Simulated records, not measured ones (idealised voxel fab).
Herein follows the process module entitled voxel self aligned contacts.
Xsec cut, 290 nm wide, square cell size 5 nm.
In what follows, cross-sections appear as grids of square cells, described through bands that run from the top down, where every band is one or more rows of cells. The band entry comprises the height of the band's top followed by the height of its bottom, expressed in nm, and subsequently the band's materials from left to right, each stated together with its width in nm. Where a single material is marked with the word "edge to edge", that material fills the band from edge to edge. The word "blank" represents empty space. Heads up on the height convention: 0 is the point under which the incoming wafer is all one material, and the lowest band has no bottom, it just keeps going down, like "0 nm and below". Note: "30 to 40" means the width goes from the first number (top row of the band) to the second number (bottom row) in equal steps per row of cells. A step reported as "no modifications" is a step in which no cell of the cross-section changed. You'll see "Enclosed void listing" listing empty spaces that have no way open to the top, as long as they're 8 cells or more; the notation is width x height at distance, where the distance is from the left edge, and all of it is in nm. Text after the settings on a step's line: the simulator's own remark on that step. The setting "overlay nm" may be written on the line of a step. When the step uses a mask, the value reports how far to the right of the planned place the mask lay, and a negative value reports that it lay to the left.
## Below is the list of planned process steps
1) RECEIVE [material Si]
2) CONFORMAL_DEP [material SiO2] [thk nm 5]
3) DIRECTIONAL_DEP [material polySi] [thk nm 25]
4) DIRECTIONAL_DEP [material SiN] [thk nm 20]
5) DIRECTIONAL_DEP [material aC] [thk nm 10]
6) PATTERN [tone cover] [mask id GATE] [material resist] [width nm 35] [pitch nm 80] [thk nm 25] [overlay nm 0]
7) DIRECTIONAL_ETCH [etch materials aC] [depth nm 10]
8) STRIP [etch materials resist]
9) DIRECTIONAL_ETCH [etch materials SiN] [depth nm 20]
10) DIRECTIONAL_ETCH [etch materials polySi] [depth nm 25]
11) STRIP [etch materials aC]
12) CONFORMAL_DEP [material SiN] [thk nm 10]
13) DIRECTIONAL_ETCH [etch materials SiN] [depth nm 10]
14) FILL_DEP [material SiO2] [thk nm 15]
15) CMP [height nm 55]
16) MASKED_ETCH [tone open] [mask id CONTACT] [width nm 65] [pitch nm 80] [etch materials SiO2] [depth nm 55] [overlay nm 0]
17) CONFORMAL_DEP [material TiN] [thk nm 5]
18) FILL_DEP [material W] [thk nm 5]
19) CMP [height nm 55]
20) CONFORMAL_DEP [material SiN] [thk nm 5]
## as received, after step 1
0 nm and below | Si edge to edge
Enclosed void listing: none
## The module was run from the start shown above using the plan shown above, but one mistake was made doing it; the resulting wafer cross-section is below
60 nm to 55 nm | SiN edge to edge
55 nm to 50 nm | SiO2 (70); TiN (25); W (20); TiN (20); SiO2 (15); TiN (25); W (20); TiN (20); SiO2 (75)
50 nm to 30 nm | SiO2 (40); SiN (50); TiN (5); W (20); TiN (5); SiN (50); TiN (5); W (20); TiN (5); SiN (50); SiO2 (40)
30 nm to 5 nm | SiO2 (40); SiN (10); polySi (30); SiN (10); TiN (5); W (20); TiN (5); SiN (10); polySi (30); SiN (10); TiN (5); W (20); TiN (5); SiN (10); polySi (30); SiN (10); SiO2 (40)
5 nm to 0 nm | SiO2 (90); TiN (30); SiO2 (50); TiN (30); SiO2 (90)
0 nm and below | Si edge to edge
Enclosed void listing: none
It is concluded that the wafer was processed incorrectly with respect to the plan, in that not per plan at step 6, really ran PATTERN [tone cover] [mask id GATE] [material resist] [width nm 30] [pitch nm 80] [thk nm 25] [overlay nm 0]
